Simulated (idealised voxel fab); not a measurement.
Process module under the name voxel capacitor over wiring
It is cross-section cut that appears here, measuring 230 nm in width, its square cells being 5 nm in size.
Cross-section format: a grid of square cells, given as bands from top to bottom; each band is one or more rows of cells.
The entry gives the band's vertical extent as a top height and a bottom height in nm, then its horizontal make-up as materials from left to right, each with a width in nm. "empty" stands for empty space; a single material marked "edge to edge" fills the band edge to edge.
Height datum 0, below which the as-received substrate wafer is one material. Lowest band open at the bottom, running downward: "0 nm and below".
The two numbers in a width such as "30 to 40" mark its ends across the band: the first belongs to the top row of cells, the second to the bottom row, and from each row to the next the width moves by the same amount.
No cell of the cross-section changed in a step that is given as "nothing changed".
Voids not open to the top, 8 cells minimum: see "Sealed void list". Written width x height at distance; distance is from the left edge; nm.
Past the settings on a step's line: simulator remark, on that step.
overlay nm: step with mask; distance mask lay right of planned place; negative value = left of planned place.

# Steps planned for the process
1 RECEIVE,material Si
2 CONFORMAL_DEP,material SiO2,thk nm 15
3 CONFORMAL_DEP,material SiN,thk nm 5
4 DIRECTIONAL_DEP,material SiO2,thk nm 15
5 MASKED_ETCH,tone open,mask id METAL_1,width nm 20,pitch nm 90,etch materials SiO2,depth nm 15,overlay nm 0
6 MASKED_ETCH,tone open,mask id METAL_1,width nm 20,pitch nm 90,etch materials SiN,depth nm 5,overlay nm 0
7 CONFORMAL_DEP,material TiN,thk nm 5
8 FILL_DEP,material Cu,thk nm 5
9 CMP,height nm 35
10 CONFORMAL_DEP,material SiCN,thk nm 5
11 DIRECTIONAL_DEP,material SiO2,thk nm 15
12 MASKED_ETCH,tone open,mask id PLUG_1,width nm 15,etch materials SiO2,depth nm 15,overlay nm 0
13 MASKED_ETCH,tone open,mask id PLUG_1,width nm 15,etch materials SiCN,depth nm 5,overlay nm 0
14 CONFORMAL_DEP,material TiN,thk nm 5
15 FILL_DEP,material Ru,thk nm 5
16 CMP,height nm 55
17 DIRECTIONAL_DEP,material TiN,thk nm 10
18 DIRECTIONAL_DEP,material HfO2,thk nm 5
19 DIRECTIONAL_DEP,material TiN,thk nm 10
20 MASKED_ETCH,tone cover,mask id UPPER_PLATE,width nm 75,etch materials TiN,depth nm 10,overlay nm 0
21 MASKED_ETCH,tone cover,mask id UPPER_PLATE,width nm 75,etch materials HfO2,depth nm 5,overlay nm 0
22 MASKED_ETCH,tone cover,mask id LOWER_PLATE,width nm 85,etch materials TiN,depth nm 10,overlay nm 0
23 FILL_DEP,material SiO2,thk nm 20
24 CMP,height nm 95
25 PATTERN,tone open,mask id PLUG_2,material resist,width nm 15,thk nm 15,overlay nm 0
26 DIRECTIONAL_ETCH,etch materials SiO2,depth nm 15
27 STRIP,etch materials resist
28 CONFORMAL_DEP,material TiN,thk nm 5
29 FILL_DEP,material W,thk nm 5
30 CMP,height nm 95
31 CONFORMAL_DEP,material SiN,thk nm 5

# Cross-section of the wafer as it came to us, i.e., already through step 1
- 0 nm and below: Si edge to edge
- Sealed void list: none

# Result of the module, cross-sectioned: start per above, plan per above, one error in how it was run
- 100 nm to 95 nm: SiN edge to edge
- 95 nm to 85 nm: SiO2=75 / TiN=5 / W=5 / TiN=5 / SiO2=140
- 85 nm to 80 nm: SiO2=75 / TiN=15 / SiO2=140
- 80 nm to 70 nm: SiO2=65 / TiN=75 / SiO2=90
- 70 nm to 65 nm: SiO2=65 / HfO2=75 / SiO2=90
- 65 nm to 55 nm: SiO2=60 / TiN=85 / SiO2=85
- 55 nm to 40 nm: SiO2=65 / TiN=5 / Ru=5 / TiN=5 / SiO2=150
- 40 nm to 35 nm: SiCN=65 / TiN=15 / SiCN=150
- 35 nm to 30 nm: SiO2=60 / TiN=5 / Cu=10 / TiN=5 / SiO2=70 / TiN=5 / Cu=10 / TiN=5 / SiO2=60
- 30 nm to 25 nm: SiN=60 / TiN=20 / SiN=70 / TiN=20 / SiN=60
- 25 nm to 0 nm: SiO2 edge to edge
- 0 nm and below: Si edge to edge
- Sealed void list: none
Error vs. plan: step 2 ran as: CONFORMAL_DEP,material SiO2,thk nm 25
